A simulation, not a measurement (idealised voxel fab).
A process module follows: voxel spacer lines.
cross-section cut | 250 nm wide | cells 5 nm
We lay out every cross-section as a grid of square cells and spell it out in bands from the top down, where one band means one or more rows of cells. What a band's entry tells you: where the top is and where the bottom is, as heights in nm, and after that what lies inside, material by material from left to right, each with its width in nm. Empty space is written as the word "empty", and a single material marked with the word "everywhere" occupies the band from edge to edge. Heights are expressed relative to 0, this being the level below which the as-received wafer comprises one material exclusively. The lowest band is unbounded in the downward direction and is denoted as in "0..down". Width "30..40": first value at the band's top row of cells, second value at its bottom row, equal change from row to row. "nothing was modified", as given for a step, is the statement that not any cell of the cross-section underwent a change during that step. This entry, "Closed cavities", enumerates those empty regions of no fewer than 8 cells that possess no open connection to the top. Each region is reported in the form width x height at distance, the distance being taken from the left edge, with all three quantities expressed in nm. It should be noted that, on the line of a given step, the content following the step's settings is a remark produced by the simulator itself with respect to that step. The line of a step may include "overlay nm". On a step with a mask, this value is how far to the right of its planned place the mask lay. A negative value means the mask lay to the left.

The process steps that were planned are listed below
1. RECEIVE, material Si
2. CONFORMAL_DEP, material Al2O3, thk nm 5
3. DIRECTIONAL_DEP, material W, thk nm 10
4. DIRECTIONAL_DEP, material polySi, thk nm 20
5. PATTERN, tone cover, mask id MANDREL, material resist, width nm 20, pitch nm 60, thk nm 25, overlay nm 0
6. DIRECTIONAL_ETCH, etch materials polySi, depth nm 20
7. STRIP, etch materials resist
8. CONFORMAL_DEP, material SiO2, thk nm 10
9. DIRECTIONAL_ETCH, etch materials SiO2, depth nm 10
10. STRIP, etch materials polySi
11. DIRECTIONAL_ETCH, etch materials W, depth nm 10
12. STRIP, etch materials SiO2

Cross-section of the wafer as it came to us, i.e., already through step 1
- 0..down: Si everywhere
- Closed cavities: none

Looking at the first of two wafers in cross-section at end of module - ran to plan
- 15..5: empty 75 | W 10 | empty 20 | W 10 | empty 20 | W 10 | empty 20 | W 10 | empty 75
- 5..0: Al2O3 everywhere
- 0..down: Si everywhere
- Closed cavities: none

Here's the second of our two wafers sectioned at module end. Same start as the first, same plan, but one mistake got made running it
- 15..5: empty 80 | W 5 | empty 20 | W 5 | empty 30 | W 5 | empty 20 | W 5 | empty 80
- 5..0: Al2O3 everywhere
- 0..down: Si everywhere
- Closed cavities: none
Error vs. plan: step 8, actual vs plan mismatch, actual run CONFORMAL_DEP, material SiO2, thk nm 5
Looking at both finished wafers in cells, the second ends up ahead of or behind the first on some materials: W -8
